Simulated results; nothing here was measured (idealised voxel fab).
The process module that follows is named voxel transistor to metal.
For reference, the cross-section in this document is cut, with width 285 nm and square cells of 5 nm.
This document writes a cross-section as a grid whose cells are square, and gives it as bands, listed from the top down; one or more rows of cells form a band.
Within each band entry, the heights of the top and of the bottom of the band appear first, in that order and in nm; the materials of the band then follow from left to right, each with its corresponding width in nm. The designation "edge to edge" on a single material indicates that it fills the band from edge to edge; the designation "empty" indicates empty space.
The level at which height equals 0 is the one under which the wafer, as it arrives, is entirely one material. No lower edge exists for the bottom band, which continues downward and is notated as in "0 -> down".
Note: "30 to 40" means the width goes from the first number (top row of the band) to the second number (bottom row) in equal steps per row of cells.
The designation "nothing different", where it is given for a processing step, indicates that no cell of the cross-section was altered in the course of that step.
In the "Encapsulated voids" entry, you get each enclosed empty space of 8 cells or more, one with no open way to the top, written width x height at distance, distance from the left edge, in nm.
If you see something after the settings on a step's line, that's the simulator's own remark about that step.
Regarding "overlay nm": on a step with a mask, it is the distance the mask lay to the right of its planned place; a negative value places it to the left.
Everything after this point is organized in pairs: a cross-section before one process step, a cross-section after it that shows only as deep as the lowest changed band, and, under the pair, the intervening step with its settings. Because different runs of this module on the same starting wafer can supply different pairs, a pair continues from the pair above it only if its entry headed "Ahead of processing" says so.
Ahead of processing
0 -> down = Si edge to edge
Encapsulated voids: none
Post-Step Geometry
0 -> -5 = SiO2 edge to edge
below -5: unchanged
Encapsulated voids: none
Process step bridging the above cross-sections: OXIDIZE,depth nm 5
Ahead of processing: cross-section not repeated; it is the one shown after the step in the pair just above.
Post-Step Geometry
10 -> 0 = SiN edge to edge
below 0: unchanged
Encapsulated voids: none
Process step bridging the above cross-sections: CONFORMAL_DEP,material SiN,thk nm 10
Ahead of processing: cross-section not repeated; it is the one shown after the step in the pair just above.
Post-Step Geometry
30 -> 10 = empty: 30 / resist: 100 / empty: 25 / resist: 100 / empty: 30
below 10: unchanged
Encapsulated voids: none
Process step bridging the above cross-sections: PATTERN,tone cover,mask id ACTIVE,material resist,width nm 100,pitch nm 125,thk nm 20,overlay nm 0
Ahead of processing: cross-section not repeated; it is the one shown after the step in the pair just above.
Post-Step Geometry
30 -> 10 = empty: 30 / resist: 100 / empty: 25 / resist: 100 / empty: 30
10 -> 0 = empty: 30 / SiN: 100 / empty: 25 / SiN: 100 / empty: 30
below 0: unchanged
Encapsulated voids: none
Process step bridging the above cross-sections: DIRECTIONAL_ETCH,etch materials SiN,depth nm 10
Ahead of processing: cross-section not repeated; it is the one shown after the step in the pair just above.
Post-Step Geometry
30 -> 10 = empty: 30 / resist: 100 / empty: 25 / resist: 100 / empty: 30
10 -> 0 = empty: 30 / SiN: 100 / empty: 25 / SiN: 100 / empty: 30
0 -> -5 = empty: 30 / SiO2: 100 / empty: 25 / SiO2: 100 / empty: 30
below -5: unchanged
Encapsulated voids: none
Process step bridging the above cross-sections: DIRECTIONAL_ETCH,etch materials SiO2,depth nm 5
Ahead of processing: cross-section not repeated; it is the one shown after the step in the pair just above.
Post-Step Geometry
30 -> 10 = empty: 30 / resist: 100 / empty: 25 / resist: 100 / empty: 30
10 -> 0 = empty: 30 / SiN: 100 / empty: 25 / SiN: 100 / empty: 30
0 -> -5 = empty: 30 / SiO2: 100 / empty: 25 / SiO2: 100 / empty: 30
-5 -> -30 = empty: 30 / Si: 100 / empty: 25 / Si: 100 / empty: 30
below -30: unchanged
Encapsulated voids: none
Process step bridging the above cross-sections: DIRECTIONAL_ETCH,etch materials Si,depth nm 25
Ahead of processing: cross-section not repeated; it is the one shown after the step in the pair just above.
Post-Step Geometry
10 -> 0 = empty: 30 / SiN: 100 / empty: 25 / SiN: 100 / empty: 30
below 0: unchanged
Encapsulated voids: none
Process step bridging the above cross-sections: STRIP,etch materials resist
Ahead of processing: cross-section not repeated; it is the one shown after the step in the pair just above.
Post-Step Geometry
20 -> 10 = SiO2 edge to edge
10 -> 0 = SiO2: 30 / SiN: 100 / SiO2: 25 / SiN: 100 / SiO2: 30
0 -> -5 = SiO2 edge to edge
-5 -> -30 = SiO2: 30 / Si: 100 / SiO2: 25 / Si: 100 / SiO2: 30
below -30: unchanged
Encapsulated voids: none
Process step bridging the above cross-sections: FILL_DEP,material SiO2,thk nm 10
Ahead of processing: cross-section not repeated; it is the one shown after the step in the pair just above.
Post-Step Geometry
10 -> 0 = SiO2: 30 / SiN: 100 / SiO2: 25 / SiN: 100 / SiO2: 30
below 0: unchanged
Encapsulated voids: none
Process step bridging the above cross-sections: CMP,height nm 10
Ahead of processing: cross-section not repeated; it is the one shown after the step in the pair just above.
Post-Step Geometry
10 -> 5 = empty: 30 / SiN: 100 / empty: 25 / SiN: 100 / empty: 30
below 5: unchanged
Encapsulated voids: none
Process step bridging the above cross-sections: SELECTIVE_ETCH,etch materials SiO2,depth nm 5
Ahead of processing: cross-section not repeated; it is the one shown after the step in the pair just above.
Post-Step Geometry
5 -> 0 = SiO2: 30 / empty: 100 / SiO2: 25 / empty: 100 / SiO2: 30
below 0: unchanged
Encapsulated voids: none
Process step bridging the above cross-sections: STRIP,etch materials SiN
Ahead of processing: cross-section not repeated; it is the one shown after the step in the pair just above.
Post-Step Geometry
0 -> -5 = SiO2: 25 / empty: 110 / SiO2: 15 / empty: 110 / SiO2: 25
below -5: unchanged
Encapsulated voids: none
Process step bridging the above cross-sections: SELECTIVE_ETCH,etch materials SiO2,depth nm 5
Ahead of processing: cross-section not repeated; it is the one shown after the step in the pair just above.
Post-Step Geometry
0 -> -5 = SiO2: 25 / empty: 110 / SiO2: 15 / empty: 110 / SiO2: 25
-5 -> -10 = SiO2 edge to edge
below -10: unchanged
Encapsulated voids: none
Process step bridging the above cross-sections: OXIDIZE,depth nm 5
Ahead of processing: cross-section not repeated; it is the one shown after the step in the pair just above.
Post-Step Geometry
25 -> 20 = polySi: 25 / empty: 110 / polySi: 15 / empty: 110 / polySi: 25
20 -> 0 = polySi edge to edge
0 -> -5 = SiO2: 25 / polySi: 110 / SiO2: 15 / polySi: 110 / SiO2: 25
below -5: unchanged
Encapsulated voids: none
Process step bridging the above cross-sections: DIRECTIONAL_DEP,material polySi,thk nm 25
Ahead of processing: cross-section not repeated; it is the one shown after the step in the pair just above.
Post-Step Geometry
35 -> 30 = SiCN: 25 / empty: 110 / SiCN: 15 / empty: 110 / SiCN: 25
30 -> 25 = SiCN edge to edge
25 -> 20 = polySi: 25 / SiCN: 110 / polySi: 15 / SiCN: 110 / polySi: 25
below 20: unchanged
Encapsulated voids: none
Process step bridging the above cross-sections: DIRECTIONAL_DEP,material SiCN,thk nm 10
Ahead of processing: cross-section not repeated; it is the one shown after the step in the pair just above.
Post-Step Geometry
45 -> 40 = aC: 25 / empty: 110 / aC: 15 / empty: 110 / aC: 25
40 -> 35 = aC edge to edge
35 -> 30 = SiCN: 25 / aC: 110 / SiCN: 15 / aC: 110 / SiCN: 25
below 30: unchanged
Encapsulated voids: none
Process step bridging the above cross-sections: DIRECTIONAL_DEP,material aC,thk nm 10
Ahead of processing: cross-section not repeated; it is the one shown after the step in the pair just above.
Post-Step Geometry
75 -> 45 = empty: 70 / resist: 20 / empty: 105 / resist: 20 / empty: 70
45 -> 40 = aC: 25 / empty: 45 / resist: 20 / empty: 45 / aC: 15 / empty: 45 / resist: 20 / empty: 45 / aC: 25
below 40: unchanged
Encapsulated voids: none
Process step bridging the above cross-sections: PATTERN,tone cover,mask id GATE,material resist,width nm 20,pitch nm 125,thk nm 30,overlay nm 0
Ahead of processing: cross-section not repeated; it is the one shown after the step in the pair just above.
Post-Step Geometry
65 -> 40 = empty: 70 / resist: 20 / empty: 105 / resist: 20 / empty: 70
40 -> 35 = empty: 70 / aC: 20 / empty: 105 / aC: 20 / empty: 70
35 -> 30 = SiCN: 25 / empty: 45 / aC: 20 / empty: 45 / SiCN: 15 / empty: 45 / aC: 20 / empty: 45 / SiCN: 25
below 30: unchanged
Encapsulated voids: none
Process step bridging the above cross-sections: DIRECTIONAL_ETCH,etch materials aC,depth nm 10
Ahead of processing: cross-section not repeated; it is the one shown after the step in the pair just above.
Post-Step Geometry
40 -> 35 = empty: 70 / aC: 20 / empty: 105 / aC: 20 / empty: 70
below 35: unchanged
Encapsulated voids: none
Process step bridging the above cross-sections: STRIP,etch materials resist
Ahead of processing: cross-section not repeated; it is the one shown after the step in the pair just above.
Post-Step Geometry
40 -> 30 = empty: 70 / aC: 20 / empty: 105 / aC: 20 / empty: 70
30 -> 25 = empty: 70 / SiCN: 20 / empty: 105 / SiCN: 20 / empty: 70
25 -> 20 = polySi: 25 / empty: 45 / SiCN: 20 / empty: 45 / polySi: 15 / empty: 45 / SiCN: 20 / empty: 45 / polySi: 25
below 20: unchanged
Encapsulated voids: none
Process step bridging the above cross-sections: DIRECTIONAL_ETCH,etch materials SiCN,depth nm 20
Ahead of processing: cross-section not repeated; it is the one shown after the step in the pair just above.
Post-Step Geometry
40 -> 30 = empty: 70 / aC: 20 / empty: 105 / aC: 20 / empty: 70
30 -> 20 = empty: 70 / SiCN: 20 / empty: 105 / SiCN: 20 / empty: 70
20 -> 0 = empty: 70 / polySi: 20 / empty: 105 / polySi: 20 / empty: 70
0 -> -5 = SiO2: 25 / empty: 45 / polySi: 20 / empty: 45 / SiO2: 15 / empty: 45 / polySi: 20 / empty: 45 / SiO2: 25
below -5: unchanged
Encapsulated voids: none
Process step bridging the above cross-sections: DIRECTIONAL_ETCH,etch materials polySi,depth nm 35
Ahead of processing: cross-section not repeated; it is the one shown after the step in the pair just above.
Post-Step Geometry
30 -> 20 = empty: 70 / SiCN: 20 / empty: 105 / SiCN: 20 / empty: 70
below 20: unchanged
Encapsulated voids: none
Process step bridging the above cross-sections: STRIP,etch materials aC
Ahead of processing: cross-section not repeated; it is the one shown after the step in the pair just above.
Post-Step Geometry
40 -> 30 = empty: 60 / SiN: 40 / empty: 85 / SiN: 40 / empty: 60
30 -> 20 = empty: 60 / SiN: 10 / SiCN: 20 / SiN: 10 / empty: 85 / SiN: 10 / SiCN: 20 / SiN: 10 / empty: 60
20 -> 10 = empty: 60 / SiN: 10 / polySi: 20 / SiN: 10 / empty: 85 / SiN: 10 / polySi: 20 / SiN: 10 / empty: 60
10 -> 5 = SiN: 35 / empty: 25 / SiN: 10 / polySi: 20 / SiN: 10 / empty: 25 / SiN: 35 / empty: 25 / SiN: 10 / polySi: 20 / SiN: 10 / empty: 25 / SiN: 35
5 -> 0 = SiN: 70 / polySi: 20 / SiN: 105 / polySi: 20 / SiN: 70
0 -> -5 = SiO2: 25 / SiN: 45 / polySi: 20 / SiN: 45 / SiO2: 15 / SiN: 45 / polySi: 20 / SiN: 45 / SiO2: 25
below -5: unchanged
Encapsulated voids: none
Process step bridging the above cross-sections: CONFORMAL_DEP,material SiN,thk nm 10
Ahead of processing: cross-section not repeated; it is the one shown after the step in the pair just above.
Post-Step Geometry
30 -> 20 = empty: 60 / SiN: 10 / SiCN: 20 / SiN: 10 / empty: 85 / SiN: 10 / SiCN: 20 / SiN: 10 / empty: 60
20 -> 0 = empty: 60 / SiN: 10 / polySi: 20 / SiN: 10 / empty: 85 / SiN: 10 / polySi: 20 / SiN: 10 / empty: 60
0 -> -5 = SiO2: 25 / SiN: 10 / empty: 25 / SiN: 10 / polySi: 20 / SiN: 10 / empty: 25 / SiN: 10 / SiO2: 15 / SiN: 10 / empty: 25 / SiN: 10 / polySi: 20 / SiN: 10 / empty: 25 / SiN: 10 / SiO2: 25
below -5: unchanged
Encapsulated voids: none
Process step bridging the above cross-sections: DIRECTIONAL_ETCH,etch materials SiN,depth nm 10
Ahead of processing: cross-section not repeated; it is the one shown after the step in the pair just above.
Post-Step Geometry
30 -> 20 = empty: 60 / SiN: 10 / SiCN: 20 / SiN: 10 / empty: 85 / SiN: 10 / SiCN: 20 / SiN: 10 / empty: 60
20 -> 0 = empty: 60 / SiN: 10 / polySi: 20 / SiN: 10 / empty: 85 / SiN: 10 / polySi: 20 / SiN: 10 / empty: 60
0 -> -5 = empty: 25 / SiN: 10 / empty: 25 / SiN: 10 / polySi: 20 / SiN: 10 / empty: 25 / SiN: 10 / empty: 15 / SiN: 10 / empty: 25 / SiN: 10 / polySi: 20 / SiN: 10 / empty: 25 / SiN: 10 / empty: 25
-5 -> -10 = SiO2: 35 / empty: 25 / SiO2: 40 / empty: 25 / SiO2: 35 / empty: 25 / SiO2: 40 / empty: 25 / SiO2: 35
below -10: unchanged
Encapsulated voids: none
Process step bridging the above cross-sections: DIRECTIONAL_ETCH,etch materials SiO2,depth nm 5
Ahead of processing: cross-section not repeated; it is the one shown after the step in the pair just above.
Post-Step Geometry
30 -> 20 = empty: 60 / SiN: 10 / SiCN: 20 / SiN: 10 / empty: 85 / SiN: 10 / SiCN: 20 / SiN: 10 / empty: 60
20 -> 0 = empty: 60 / SiN: 10 / polySi: 20 / SiN: 10 / empty: 85 / SiN: 10 / polySi: 20 / SiN: 10 / empty: 60
0 -> -5 = empty: 25 / SiN: 10 / empty: 25 / SiN: 10 / polySi: 20 / SiN: 10 / empty: 25 / SiN: 10 / empty: 15 / SiN: 10 / empty: 25 / SiN: 10 / polySi: 20 / SiN: 10 / empty: 25 / SiN: 10 / empty: 25
-5 -> -10 = SiO2: 35 / SiGe: 25 / SiO2: 40 / SiGe: 25 / SiO2: 35 / SiGe: 25 / SiO2: 40 / SiGe: 25 / SiO2: 35
below -10: unchanged
Encapsulated voids: none
Process step bridging the above cross-sections: EPI,material SiGe,thk nm 5
Ahead of processing: cross-section not repeated; it is the one shown after the step in the pair just above.
Post-Step Geometry
40 -> 30 = SiO2 edge to edge
30 -> 20 = SiO2: 60 / SiN: 10 / SiCN: 20 / SiN: 10 / SiO2: 85 / SiN: 10 / SiCN: 20 / SiN: 10 / SiO2: 60
20 -> 0 = SiO2: 60 / SiN: 10 / polySi: 20 / SiN: 10 / SiO2: 85 / SiN: 10 / polySi: 20 / SiN: 10 / SiO2: 60
0 -> -5 = SiO2: 25 / SiN: 10 / SiO2: 25 / SiN: 10 / polySi: 20 / SiN: 10 / SiO2: 25 / SiN: 10 / SiO2: 15 / SiN: 10 / SiO2: 25 / SiN: 10 / polySi: 20 / SiN: 10 / SiO2: 25 / SiN: 10 / SiO2: 25
below -5: unchanged
Encapsulated voids: none
Process step bridging the above cross-sections: FILL_DEP,material SiO2,thk nm 10
Ahead of processing: cross-section not repeated; it is the one shown after the step in the pair just above.
Post-Step Geometry
30 -> 20 = SiO2: 60 / SiN: 10 / SiCN: 20 / SiN: 10 / SiO2: 85 / SiN: 10 / SiCN: 20 / SiN: 10 / SiO2: 60
below 20: unchanged
Encapsulated voids: none
Process step bridging the above cross-sections: CMP,height nm 30
Ahead of processing: cross-section not repeated; it is the one shown after the step in the pair just above.
Post-Step Geometry
45 -> 30 = SiO2 edge to edge
below 30: unchanged
Encapsulated voids: none
Process step bridging the above cross-sections: DIRECTIONAL_DEP,material SiO2,thk nm 15
Ahead of processing: cross-section not repeated; it is the one shown after the step in the pair just above.
Post-Step Geometry
45 -> 30 = SiO2: 35 / empty: 30 / SiO2: 30 / empty: 30 / SiO2: 35 / empty: 30 / SiO2: 30 / empty: 30 / SiO2: 35
30 -> 20 = SiO2: 35 / empty: 25 / SiN: 10 / SiCN: 20 / SiN: 10 / empty: 25 / SiO2: 35 / empty: 25 / SiN: 10 / SiCN: 20 / SiN: 10 / empty: 25 / SiO2: 35
20 -> 0 = SiO2: 35 / empty: 25 / SiN: 10 / polySi: 20 / SiN: 10 / empty: 25 / SiO2: 35 / empty: 25 / SiN: 10 / polySi: 20 / SiN: 10 / empty: 25 / SiO2: 35
0 -> -5 = SiO2: 25 / SiN: 10 / empty: 25 / SiN: 10 / polySi: 20 / SiN: 10 / empty: 25 / SiN: 10 / SiO2: 15 / SiN: 10 / empty: 25 / SiN: 10 / polySi: 20 / SiN: 10 / empty: 25 / SiN: 10 / SiO2: 25
below -5: unchanged
Encapsulated voids: none
Process step bridging the above cross-sections: MASKED_ETCH,tone open,mask id CONTACT,width nm 30,etch materials SiO2,depth nm 50,overlay nm 0
Ahead of processing: cross-section not repeated; it is the one shown after the step in the pair just above.
Post-Step Geometry
50 -> 45 = TiN: 40 / empty: 20 / TiN: 40 / empty: 20 / TiN: 45 / empty: 20 / TiN: 40 / empty: 20 / TiN: 40
45 -> 35 = SiO2: 35 / TiN: 5 / empty: 20 / TiN: 5 / SiO2: 30 / TiN: 5 / empty: 20 / TiN: 5 / SiO2: 35 / TiN: 5 / empty: 20 / TiN: 5 / SiO2: 30 / TiN: 5 / empty: 20 / TiN: 5 / SiO2: 35
35 -> 30 = SiO2: 35 / TiN: 5 / empty: 15 / TiN: 10 / SiO2: 30 / TiN: 10 / empty: 15 / TiN: 5 / SiO2: 35 / TiN: 5 / empty: 15 / TiN: 10 / SiO2: 30 / TiN: 10 / empty: 15 / TiN: 5 / SiO2: 35
30 -> 20 = SiO2: 35 / TiN: 5 / empty: 15 / TiN: 5 / SiN: 10 / SiCN: 20 / SiN: 10 / TiN: 5 / empty: 15 / TiN: 5 / SiO2: 35 / TiN: 5 / empty: 15 / TiN: 5 / SiN: 10 / SiCN: 20 / SiN: 10 / TiN: 5 / empty: 15 / TiN: 5 / SiO2: 35
20 -> 0 = SiO2: 35 / TiN: 5 / empty: 15 / TiN: 5 / SiN: 10 / polySi: 20 / SiN: 10 / TiN: 5 / empty: 15 / TiN: 5 / SiO2: 35 / TiN: 5 / empty: 15 / TiN: 5 / SiN: 10 / polySi: 20 / SiN: 10 / TiN: 5 / empty: 15 / TiN: 5 / SiO2: 35
0 -> -5 = SiO2: 25 / SiN: 10 / TiN: 25 / SiN: 10 / polySi: 20 / SiN: 10 / TiN: 25 / SiN: 10 / SiO2: 15 / SiN: 10 / TiN: 25 / SiN: 10 / polySi: 20 / SiN: 10 / TiN: 25 / SiN: 10 / SiO2: 25
below -5: unchanged
Encapsulated voids: none
Process step bridging the above cross-sections: CONFORMAL_DEP,material TiN,thk nm 5
Ahead of processing: cross-section not repeated; it is the one shown after the step in the pair just above.
Post-Step Geometry
60 -> 50 = W edge to edge
50 -> 45 = TiN: 40 / W: 20 / TiN: 40 / W: 20 / TiN: 45 / W: 20 / TiN: 40 / W: 20 / TiN: 40
45 -> 35 = SiO2: 35 / TiN: 5 / W: 20 / TiN: 5 / SiO2: 30 / TiN: 5 / W: 20 / TiN: 5 / SiO2: 35 / TiN: 5 / W: 20 / TiN: 5 / SiO2: 30 / TiN: 5 / W: 20 / TiN: 5 / SiO2: 35
35 -> 30 = SiO2: 35 / TiN: 5 / W: 15 / TiN: 10 / SiO2: 30 / TiN: 10 / W: 15 / TiN: 5 / SiO2: 35 / TiN: 5 / W: 15 / TiN: 10 / SiO2: 30 / TiN: 10 / W: 15 / TiN: 5 / SiO2: 35
30 -> 20 = SiO2: 35 / TiN: 5 / W: 15 / TiN: 5 / SiN: 10 / SiCN: 20 / SiN: 10 / TiN: 5 / W: 15 / TiN: 5 / SiO2: 35 / TiN: 5 / W: 15 / TiN: 5 / SiN: 10 / SiCN: 20 / SiN: 10 / TiN: 5 / W: 15 / TiN: 5 / SiO2: 35
20 -> 0 = SiO2: 35 / TiN: 5 / W: 15 / TiN: 5 / SiN: 10 / polySi: 20 / SiN: 10 / TiN: 5 / W: 15 / TiN: 5 / SiO2: 35 / TiN: 5 / W: 15 / TiN: 5 / SiN: 10 / polySi: 20 / SiN: 10 / TiN: 5 / W: 15 / TiN: 5 / SiO2: 35
below 0: unchanged
Encapsulated voids: none
Process step bridging the above cross-sections: FILL_DEP,material W,thk nm 10
Ahead of processing: cross-section not repeated; it is the one shown after the step in the pair just above.
Post-Step Geometry
45 -> 35 = SiO2: 35 / TiN: 5 / W: 20 / TiN: 5 / SiO2: 30 / TiN: 5 / W: 20 / TiN: 5 / SiO2: 35 / TiN: 5 / W: 20 / TiN: 5 / SiO2: 30 / TiN: 5 / W: 20 / TiN: 5 / SiO2: 35
below 35: unchanged
Encapsulated voids: none
Process step bridging the above cross-sections: CMP,height nm 45
Ahead of processing: cross-section not repeated; it is the one shown after the step in the pair just above.
Post-Step Geometry
50 -> 45 = SiCN edge to edge
below 45: unchanged
Encapsulated voids: none
Process step bridging the above cross-sections: CONFORMAL_DEP,material SiCN,thk nm 5
Ahead of processing: cross-section not repeated; it is the one shown after the step in the pair just above.
Post-Step Geometry
75 -> 50 = lowk edge to edge
below 50: unchanged
Encapsulated voids: none
Process step bridging the above cross-sections: DIRECTIONAL_DEP,material lowk,thk nm 25
Ahead of processing: cross-section not repeated; it is the one shown after the step in the pair just above.
Post-Step Geometry
75 -> 50 = lowk: 35 / empty: 15 / lowk: 60 / empty: 15 / lowk: 35 / empty: 15 / lowk: 60 / empty: 15 / lowk: 35
below 50: unchanged
Encapsulated voids: none
Process step bridging the above cross-sections: MASKED_ETCH,tone open,mask id METAL_1,width nm 15,etch materials lowk,depth nm 25,overlay nm 0
Ahead of processing: cross-section not repeated; it is the one shown after the step in the pair just above.
Post-Step Geometry
75 -> 50 = lowk: 35 / empty: 15 / lowk: 60 / empty: 15 / lowk: 35 / empty: 15 / lowk: 60 / empty: 15 / lowk: 35
50 -> 45 = SiCN: 35 / empty: 15 / SiCN: 60 / empty: 15 / SiCN: 35 / empty: 15 / SiCN: 60 / empty: 15 / SiCN: 35
below 45: unchanged
Encapsulated voids: none
Process step bridging the above cross-sections: MASKED_ETCH,tone open,mask id METAL_1,width nm 15,etch materials SiCN,depth nm 5,overlay nm 0
Ahead of processing: cross-section not repeated; it is the one shown after the step in the pair just above.
Post-Step Geometry
80 -> 75 = TiN: 40 / empty: 5 / TiN: 70 / empty: 5 / TiN: 45 / empty: 5 / TiN: 70 / empty: 5 / TiN: 40
75 -> 50 = lowk: 35 / TiN: 5 / empty: 5 / TiN: 5 / lowk: 60 / TiN: 5 / empty: 5 / TiN: 5 / lowk: 35 / TiN: 5 / empty: 5 / TiN: 5 / lowk: 60 / TiN: 5 / empty: 5 / TiN: 5 / lowk: 35
50 -> 45 = SiCN: 35 / TiN: 15 / SiCN: 60 / TiN: 15 / SiCN: 35 / TiN: 15 / SiCN: 60 / TiN: 15 / SiCN: 35
below 45: unchanged
Encapsulated voids: none
Process step bridging the above cross-sections: CONFORMAL_DEP,material TiN,thk nm 5
Ahead of processing: cross-section not repeated; it is the one shown after the step in the pair just above.
Post-Step Geometry
90 -> 80 = Ru edge to edge
80 -> 75 = TiN: 40 / Ru: 5 / TiN: 70 / Ru: 5 / TiN: 45 / Ru: 5 / TiN: 70 / Ru: 5 / TiN: 40
75 -> 50 = lowk: 35 / TiN: 5 / Ru: 5 / TiN: 5 / lowk: 60 / TiN: 5 / Ru: 5 / TiN: 5 / lowk: 35 / TiN: 5 / Ru: 5 / TiN: 5 / lowk: 60 / TiN: 5 / Ru: 5 / TiN: 5 / lowk: 35
below 50: unchanged
Encapsulated voids: none
Process step bridging the above cross-sections: FILL_DEP,material Ru,thk nm 10
Ahead of processing: cross-section not repeated; it is the one shown after the step in the pair just above.
Post-Step Geometry
75 -> 50 = lowk: 35 / TiN: 5 / Ru: 5 / TiN: 5 / lowk: 60 / TiN: 5 / Ru: 5 / TiN: 5 / lowk: 35 / TiN: 5 / Ru: 5 / TiN: 5 / lowk: 60 / TiN: 5 / Ru: 5 / TiN: 5 / lowk: 35
below 50: unchanged
Encapsulated voids: none
Process step bridging the above cross-sections: CMP,height nm 75
Ahead of processing: cross-section not repeated; it is the one shown after the step in the pair just above.
Post-Step Geometry
80 -> 75 = empty: 30 / Ru: 25 / empty: 50 / Ru: 25 / empty: 25 / Ru: 25 / empty: 50 / Ru: 25 / empty: 30
below 75: unchanged
Encapsulated voids: none
Process step bridging the above cross-sections: EPI,material Ru,thk nm 5
Ahead of processing: cross-section not repeated; it is the one shown after the step in the pair just above.
Post-Step Geometry
85 -> 80 = SiCN edge to edge
80 -> 75 = SiCN: 30 / Ru: 25 / SiCN: 50 / Ru: 25 / SiCN: 25 / Ru: 25 / SiCN: 50 / Ru: 25 / SiCN: 30
below 75: unchanged
Encapsulated voids: none
Process step bridging the above cross-sections: FILL_DEP,material SiCN,thk nm 5
Ahead of processing
90 -> 80 = Ru edge to edge
80 -> 75 = TiN: 40 / Ru: 5 / TiN: 70 / Ru: 5 / TiN: 45 / Ru: 5 / TiN: 70 / Ru: 5 / TiN: 40
75 -> 50 = lowk: 35 / TiN: 5 / Ru: 5 / TiN: 5 / lowk: 60 / TiN: 5 / Ru: 5 / TiN: 5 / lowk: 35 / TiN: 5 / Ru: 5 / TiN: 5 / lowk: 60 / TiN: 5 / Ru: 5 / TiN: 5 / lowk: 35
50 -> 45 = SiCN: 35 / TiN: 15 / SiCN: 60 / TiN: 15 / SiCN: 35 / TiN: 15 / SiCN: 60 / TiN: 15 / SiCN: 35
45 -> 35 = SiO2: 35 / TiN: 5 / W: 20 / TiN: 5 / SiO2: 30 / TiN: 5 / W: 20 / TiN: 5 / SiO2: 35 / TiN: 5 / W: 20 / TiN: 5 / SiO2: 30 / TiN: 5 / W: 20 / TiN: 5 / SiO2: 35
35 -> 30 = SiO2: 35 / TiN: 5 / W: 15 / TiN: 10 / SiO2: 30 / TiN: 10 / W: 15 / TiN: 5 / SiO2: 35 / TiN: 5 / W: 15 / TiN: 10 / SiO2: 30 / TiN: 10 / W: 15 / TiN: 5 / SiO2: 35
30 -> 20 = SiO2: 35 / TiN: 5 / W: 15 / TiN: 5 / SiN: 10 / SiCN: 20 / SiN: 10 / TiN: 5 / W: 15 / TiN: 5 / SiO2: 35 / TiN: 5 / W: 15 / TiN: 5 / SiN: 10 / SiCN: 20 / SiN: 10 / TiN: 5 / W: 15 / TiN: 5 / SiO2: 35
20 -> 0 = SiO2: 35 / TiN: 5 / W: 15 / TiN: 5 / SiN: 10 / polySi: 20 / SiN: 10 / TiN: 5 / W: 15 / TiN: 5 / SiO2: 35 / TiN: 5 / W: 15 / TiN: 5 / SiN: 10 / polySi: 20 / SiN: 10 / TiN: 5 / W: 15 / TiN: 5 / SiO2: 35
0 -> -5 = SiO2: 25 / SiN: 10 / TiN: 25 / SiN: 10 / polySi: 20 / SiN: 10 / TiN: 25 / SiN: 10 / SiO2: 15 / SiN: 10 / TiN: 25 / SiN: 10 / polySi: 20 / SiN: 10 / TiN: 25 / SiN: 10 / SiO2: 25
-5 -> -10 = SiO2: 35 / SiGe: 25 / SiO2: 40 / SiGe: 25 / SiO2: 35 / SiGe: 25 / SiO2: 40 / SiGe: 25 / SiO2: 35
-10 -> -30 = SiO2: 30 / Si: 100 / SiO2: 25 / Si: 100 / SiO2: 30
-30 -> down = Si edge to edge
Encapsulated voids: none
Post-Step Geometry
95 -> 80 = Ru edge to edge
below 80: unchanged
Encapsulated voids: none
Process step bridging the above cross-sections: EPI,material Ru,thk nm 5
Ahead of processing: cross-section not repeated; it is the one shown after the step in the pair just above.
Post-Step Geometry
100 -> 95 = SiCN edge to edge
below 95: unchanged
Encapsulated voids: none
Process step bridging the above cross-sections: FILL_DEP,material SiCN,thk nm 5
Ahead of processing
45 -> 30 = SiO2 edge to edge
30 -> 20 = SiO2: 60 / SiN: 10 / SiCN: 20 / SiN: 10 / SiO2: 85 / SiN: 10 / SiCN: 20 / SiN: 10 / SiO2: 60
20 -> 0 = SiO2: 60 / SiN: 10 / polySi: 20 / SiN: 10 / SiO2: 85 / SiN: 10 / polySi: 20 / SiN: 10 / SiO2: 60
0 -> -5 = SiO2: 25 / SiN: 10 / SiO2: 25 / SiN: 10 / polySi: 20 / SiN: 10 / SiO2: 25 / SiN: 10 / SiO2: 15 / SiN: 10 / SiO2: 25 / SiN: 10 / polySi: 20 / SiN: 10 / SiO2: 25 / SiN: 10 / SiO2: 25
-5 -> -10 = SiO2: 35 / SiGe: 25 / SiO2: 40 / SiGe: 25 / SiO2: 35 / SiGe: 25 / SiO2: 40 / SiGe: 25 / SiO2: 35
-10 -> -30 = SiO2: 30 / Si: 100 / SiO2: 25 / Si: 100 / SiO2: 30
-30 -> down = Si edge to edge
Encapsulated voids: none
Post-Step Geometry
60 -> 30 = SiO2 edge to edge
below 30: unchanged
Encapsulated voids: none
Process step bridging the above cross-sections: DIRECTIONAL_DEP,material SiO2,thk nm 15
Ahead of processing: cross-section not repeated; it is the one shown after the step in the pair just above.
Post-Step Geometry
60 -> 30 = SiO2: 35 / empty: 30 / SiO2: 30 / empty: 30 / SiO2: 35 / empty: 30 / SiO2: 30 / empty: 30 / SiO2: 35
30 -> 20 = SiO2: 35 / empty: 25 / SiN: 10 / SiCN: 20 / SiN: 10 / empty: 25 / SiO2: 35 / empty: 25 / SiN: 10 / SiCN: 20 / SiN: 10 / empty: 25 / SiO2: 35
20 -> 10 = SiO2: 35 / empty: 25 / SiN: 10 / polySi: 20 / SiN: 10 / empty: 25 / SiO2: 35 / empty: 25 / SiN: 10 / polySi: 20 / SiN: 10 / empty: 25 / SiO2: 35
below 10: unchanged
Encapsulated voids: none
Process step bridging the above cross-sections: MASKED_ETCH,tone open,mask id CONTACT,width nm 30,etch materials SiO2,depth nm 50,overlay nm 0
